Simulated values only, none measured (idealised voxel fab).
process module | voxel capacitor over wiring
cross-section cut | 270 nm wide | cells 5 nm
A cross-section is a grid of square cells, given in bands from the top down. A band is one or more rows of cells.
Each band's line starts with the height of the band's top and of its bottom, in nm. Then come its materials from left to right, each with its width in nm. One material with "throughout" fills the band from edge to edge. "air" is empty space.
Height 0 is the level under which the wafer as received is all one material. The lowest band goes on downwards, as in "0 down".
A width such as "30 to 40" changes by the same amount from each row of cells to the next, from the band's top row to its bottom row.
"no change" after a step means that no cell of the cross-section changed.
closed voids: empty space of 8 cells or more with no open way to the top, each as width x height at its distance from the left edge, in nm
after a step's settings: what the simulator itself notes on the step
overlay nm, on a step with a mask: how far to the right of its planned place the mask lay; to the left if negative
plan
1 op RECEIVE | material Si
2 op CONFORMAL_DEP | material SiO2 | thk nm 10
3 op DIRECTIONAL_DEP | material TiN | thk nm 5
4 op DIRECTIONAL_DEP | material W | thk nm 15
5 op MASKED_ETCH | tone cover | mask id METAL_1 | width nm 25 | pitch nm 95 | etch materials W | depth nm 15 | overlay nm 0
6 op MASKED_ETCH | tone cover | mask id METAL_1 | width nm 25 | pitch nm 95 | etch materials TiN | depth nm 5 | overlay nm 0
7 op CONFORMAL_DEP | material SiCN | thk nm 5
8 op FILL_DEP | material lowk | thk nm 10
9 op CMP | height nm 30
10 op CONFORMAL_DEP | material SiCN | thk nm 5
11 op DIRECTIONAL_DEP | material SiO2 | thk nm 10
12 op DIRECTIONAL_DEP | material aC | thk nm 15
13 op PATTERN | tone open | mask id PLUG_1 | material resist | width nm 15 | thk nm 30 | overlay nm 0
14 op DIRECTIONAL_ETCH | etch materials aC | depth nm 15
15 op STRIP | etch materials resist
16 op DIRECTIONAL_ETCH | etch materials SiO2 | depth nm 10
17 op DIRECTIONAL_ETCH | etch materials SiCN | depth nm 5
18 op STRIP | etch materials aC
19 op EPI | material Ru | thk nm 10
20 op EPI | material Ru | thk nm 5
21 op DIRECTIONAL_DEP | material TiN | thk nm 10
22 op DIRECTIONAL_DEP | material HfO2 | thk nm 5
23 op DIRECTIONAL_DEP | material TiN | thk nm 5
24 op MASKED_ETCH | tone cover | mask id UPPER_PLATE | width nm 75 | etch materials TiN | depth nm 5 | overlay nm 0
25 op MASKED_ETCH | tone cover | mask id UPPER_PLATE | width nm 75 | etch materials HfO2 | depth nm 5 | overlay nm 0
26 op DIRECTIONAL_DEP | material aC | thk nm 10
27 op PATTERN | tone cover | mask id LOWER_PLATE | material resist | width nm 85 | thk nm 25 | overlay nm 0
28 op DIRECTIONAL_ETCH | etch materials aC | depth nm 10
29 op STRIP | etch materials resist
30 op DIRECTIONAL_ETCH | etch materials TiN | depth nm 10
31 op STRIP | etch materials aC
32 op FILL_DEP | material SiO2 | thk nm 20
33 op CMP | height nm 80
34 op PATTERN | tone open | mask id PLUG_2 | material resist | width nm 15 | thk nm 20 | overlay nm 0
35 op DIRECTIONAL_ETCH | etch materials SiO2 | depth nm 15
36 op STRIP | etch materials resist
37 op CONFORMAL_DEP | material TiN | thk nm 5
38 op FILL_DEP | material W | thk nm 10
39 op CMP | height nm 80
40 op CONFORMAL_DEP | material SiN | thk nm 5
first wafer, as planned
as received, after step 1
  0 down: Si throughout
  closed voids: none
after step 2
  10 to 0: SiO2 throughout
  below 0: unchanged
after step 3
  15 to 10: TiN throughout
  below 10: unchanged
after step 4
  30 to 15: W throughout
  below 15: unchanged
after step 5
  30 to 15: air 75 | W 25 | air 70 | W 25 | air 75
  below 15: unchanged
after step 6
  30 to 15: air 75 | W 25 | air 70 | W 25 | air 75
  15 to 10: air 75 | TiN 25 | air 70 | TiN 25 | air 75
  below 10: unchanged
after step 7
  35 to 30: air 70 | SiCN 35 | air 60 | SiCN 35 | air 70
  30 to 15: air 70 | SiCN 5 | W 25 | SiCN 5 | air 60 | SiCN 5 | W 25 | SiCN 5 | air 70
  15 to 10: SiCN 75 | TiN 25 | SiCN 70 | TiN 25 | SiCN 75
  below 10: unchanged
after step 8
  45 to 35: lowk throughout
  35 to 30: lowk 70 | SiCN 35 | lowk 60 | SiCN 35 | lowk 70
  30 to 15: lowk 70 | SiCN 5 | W 25 | SiCN 5 | lowk 60 | SiCN 5 | W 25 | SiCN 5 | lowk 70
  below 15: unchanged
after step 9
  30 to 15: lowk 70 | SiCN 5 | W 25 | SiCN 5 | lowk 60 | SiCN 5 | W 25 | SiCN 5 | lowk 70
  below 15: unchanged
after step 10
  35 to 30: SiCN throughout
  below 30: unchanged
after step 11
  45 to 35: SiO2 throughout
  below 35: unchanged
after step 12
  60 to 45: aC throughout
  below 45: unchanged
after step 13
  90 to 60: resist 85 | air 15 | resist 170
  below 60: unchanged
after step 14
  75 to 60: resist 85 | air 15 | resist 170
  60 to 45: aC 85 | air 15 | aC 170
  below 45: unchanged
after step 15
  60 to 45: aC 85 | air 15 | aC 170
  below 45: unchanged
after step 16
  60 to 45: aC 85 | air 15 | aC 170
  45 to 35: SiO2 85 | air 15 | SiO2 170
  below 35: unchanged
after step 17
  60 to 45: aC 85 | air 15 | aC 170
  45 to 35: SiO2 85 | air 15 | SiO2 170
  35 to 30: SiCN 85 | air 15 | SiCN 170
  below 30: unchanged
after step 18
  45 to 35: SiO2 85 | air 15 | SiO2 170
  below 35: unchanged
after step 19
  45 to 40: SiO2 85 | air 15 | SiO2 170
  40 to 35: SiO2 85 | Ru 15 | SiO2 170
  35 to 30: SiCN 85 | Ru 15 | SiCN 170
  below 30: unchanged
after step 20
  45 to 35: SiO2 85 | Ru 15 | SiO2 170
  below 35: unchanged
after step 21
  55 to 45: TiN throughout
  below 45: unchanged
after step 22
  60 to 55: HfO2 throughout
  below 55: unchanged
after step 23
  65 to 60: TiN throughout
  below 60: unchanged
after step 24
  65 to 60: air 85 | TiN 75 | air 110
  below 60: unchanged
after step 25
  65 to 60: air 85 | TiN 75 | air 110
  60 to 55: air 85 | HfO2 75 | air 110
  below 55: unchanged
after step 26
  75 to 65: air 85 | aC 75 | air 110
  65 to 60: aC 85 | TiN 75 | aC 110
  60 to 55: aC 85 | HfO2 75 | aC 110
  below 55: unchanged
after step 27
  100 to 75: air 80 | resist 85 | air 105
  75 to 65: air 80 | resist 5 | aC 75 | resist 5 | air 105
  below 65: unchanged
after step 28
  90 to 75: air 80 | resist 85 | air 105
  75 to 65: air 80 | resist 5 | aC 75 | resist 5 | air 105
  65 to 60: air 80 | aC 5 | TiN 75 | aC 5 | air 105
  60 to 55: air 80 | aC 5 | HfO2 75 | aC 5 | air 105
  below 55: unchanged
after step 29
  75 to 65: air 85 | aC 75 | air 110
  below 65: unchanged
after step 30
  75 to 65: air 85 | aC 75 | air 110
  65 to 60: air 80 | aC 5 | TiN 75 | aC 5 | air 105
  60 to 55: air 80 | aC 5 | HfO2 75 | aC 5 | air 105
  55 to 45: air 80 | TiN 85 | air 105
  below 45: unchanged
after step 31
  65 to 60: air 85 | TiN 75 | air 110
  60 to 55: air 85 | HfO2 75 | air 110
  below 55: unchanged
after step 32
  85 to 65: SiO2 throughout
  65 to 60: SiO2 85 | TiN 75 | SiO2 110
  60 to 55: SiO2 85 | HfO2 75 | SiO2 110
  55 to 45: SiO2 80 | TiN 85 | SiO2 105
  below 45: unchanged
after step 33
  80 to 65: SiO2 throughout
  below 65: unchanged
after step 34
  100 to 80: resist 95 | air 15 | resist 160
  below 80: unchanged
after step 35
  100 to 80: resist 95 | air 15 | resist 160
  80 to 65: SiO2 95 | air 15 | SiO2 160
  below 65: unchanged
after step 36
  80 to 65: SiO2 95 | air 15 | SiO2 160
  below 65: unchanged
after step 37
  85 to 80: TiN 100 | air 5 | TiN 165
  80 to 70: SiO2 95 | TiN 5 | air 5 | TiN 5 | SiO2 160
  70 to 60: SiO2 95 to 85 | TiN 15 to 75 | SiO2 160 to 110
  below 60: unchanged
after step 38
  95 to 85: W throughout
  85 to 80: TiN 100 | W 5 | TiN 165
  80 to 70: SiO2 95 | TiN 5 | W 5 | TiN 5 | SiO2 160
  below 70: unchanged
after step 39
  80 to 70: SiO2 95 | TiN 5 | W 5 | TiN 5 | SiO2 160
  below 70: unchanged
after step 40
  85 to 80: SiN throughout
  below 80: unchanged
second wafer: like start, like plan, one mistake. Through step 18 it matches the first wafer
when step 19 should have ended
  50 to 45: air 80 | Ru 25 | air 165
  45 to 35: SiO2 85 | Ru 15 | SiO2 170
  35 to 30: SiCN 85 | Ru 15 | SiCN 170
  below 30: unchanged
when step 20 should have ended
  55 to 45: air 75 | Ru 35 | air 160
  below 45: unchanged
when step 21 should have ended
  65 to 55: air 75 | TiN 35 | air 160
  55 to 45: TiN 75 | Ru 35 | TiN 160
  below 45: unchanged
when step 22 should have ended
  70 to 65: air 75 | HfO2 35 | air 160
  65 to 60: air 75 | TiN 35 | air 160
  60 to 55: HfO2 75 | TiN 35 | HfO2 160
  below 55: unchanged
when step 23 should have ended
  75 to 70: air 75 | TiN 35 | air 160
  70 to 65: air 75 | HfO2 35 | air 160
  65 to 60: TiN throughout
  below 60: unchanged
when step 24 should have ended
  75 to 70: air 85 | TiN 25 | air 160
  70 to 65: air 75 | HfO2 35 | air 160
  65 to 60: air 75 | TiN 85 | air 110
  below 60: unchanged
when step 25 should have ended
  75 to 70: air 85 | TiN 25 | air 160
  70 to 65: air 85 | HfO2 25 | air 160
  65 to 60: air 75 | TiN 85 | air 110
  60 to 55: air 75 | TiN 35 | HfO2 50 | air 110
  below 55: unchanged
when step 26 should have ended
  85 to 75: air 85 | aC 25 | air 160
  75 to 70: air 75 | aC 10 | TiN 25 | aC 50 | air 110
  70 to 65: air 75 | aC 10 | HfO2 25 | aC 50 | air 110
  65 to 60: aC 75 | TiN 85 | aC 110
  60 to 55: aC 75 | TiN 35 | HfO2 50 | aC 110
  below 55: unchanged
when step 27 should have ended
  110 to 85: air 80 | resist 85 | air 105
  85 to 75: air 80 | resist 5 | aC 25 | resist 55 | air 105
  75 to 70: air 75 | aC 10 | TiN 25 | aC 50 | resist 5 | air 105
  70 to 65: air 75 | aC 10 | HfO2 25 | aC 50 | resist 5 | air 105
  below 65: unchanged
when step 28 should have ended
  100 to 85: air 80 | resist 85 | air 105
  85 to 75: air 80 | resist 5 | aC 25 | resist 55 | air 105
  75 to 70: air 80 | aC 5 | TiN 25 | aC 50 | resist 5 | air 105
  70 to 65: air 80 | aC 5 | HfO2 25 | aC 50 | resist 5 | air 105
  65 to 60: air 75 | TiN 85 | aC 5 | air 105
  60 to 55: air 75 | TiN 35 | HfO2 50 | aC 5 | air 105
  below 55: unchanged
when step 29 should have ended
  85 to 75: air 85 | aC 25 | air 160
  75 to 70: air 80 | aC 5 | TiN 25 | aC 50 | air 110
  70 to 65: air 80 | aC 5 | HfO2 25 | aC 50 | air 110
  below 65: unchanged
when step 30 should have ended
  85 to 75: air 85 | aC 25 | air 160
  75 to 70: air 80 | aC 5 | TiN 25 | aC 50 | air 110
  70 to 65: air 80 | aC 5 | HfO2 25 | aC 50 | air 110
  65 to 60: air 80 | TiN 80 | aC 5 | air 105
  60 to 55: air 80 | TiN 30 | HfO2 50 | aC 5 | air 105
  55 to 45: air 75 | Ru 35 | TiN 55 | air 105
  below 45: unchanged
when step 31 should have ended
  75 to 70: air 85 | TiN 25 | air 160
  70 to 65: air 85 | HfO2 25 | air 160
  65 to 60: air 80 | TiN 80 | air 110
  60 to 55: air 80 | TiN 30 | HfO2 50 | air 110
  below 55: unchanged
when step 32 should have ended
  95 to 75: SiO2 throughout
  75 to 70: SiO2 85 | TiN 25 | SiO2 160
  70 to 65: SiO2 85 | HfO2 25 | SiO2 160
  65 to 60: SiO2 80 | TiN 80 | SiO2 110
  60 to 55: SiO2 80 | TiN 30 | HfO2 50 | SiO2 110
  55 to 45: SiO2 75 | Ru 35 | TiN 55 | SiO2 105
  below 45: unchanged
when step 33 should have ended
  80 to 75: SiO2 throughout
  below 75: unchanged
when step 34 should have ended
  100 to 80: resist 95 | air 15 | resist 160
  below 80: unchanged
when step 35 should have ended
  100 to 80: resist 95 | air 15 | resist 160
  80 to 75: SiO2 95 | air 15 | SiO2 160
  below 75: unchanged
when step 36 should have ended
  80 to 75: SiO2 95 | air 15 | SiO2 160
  below 75: unchanged
when step 37 should have ended
  85 to 80: TiN 100 | air 5 | TiN 165
  80 to 70: SiO2 95 to 85 | TiN 15 to 25 | SiO2 160
  below 70: unchanged
when step 38 should have ended
  95 to 85: W throughout
  85 to 80: TiN 100 | W 5 | TiN 165
  below 80: unchanged
when step 39 should have ended
  80 to 70: SiO2 95 to 85 | TiN 15 to 25 | SiO2 160
  below 70: unchanged
when step 40 should have ended
  85 to 80: SiN throughout
  below 80: unchanged
what went wrong: step 19 was run twice
at the end the second wafer has, in cells: 14 more of Ru | 8 fewer of SiO2 | 4 fewer of TiN | 2 fewer of W
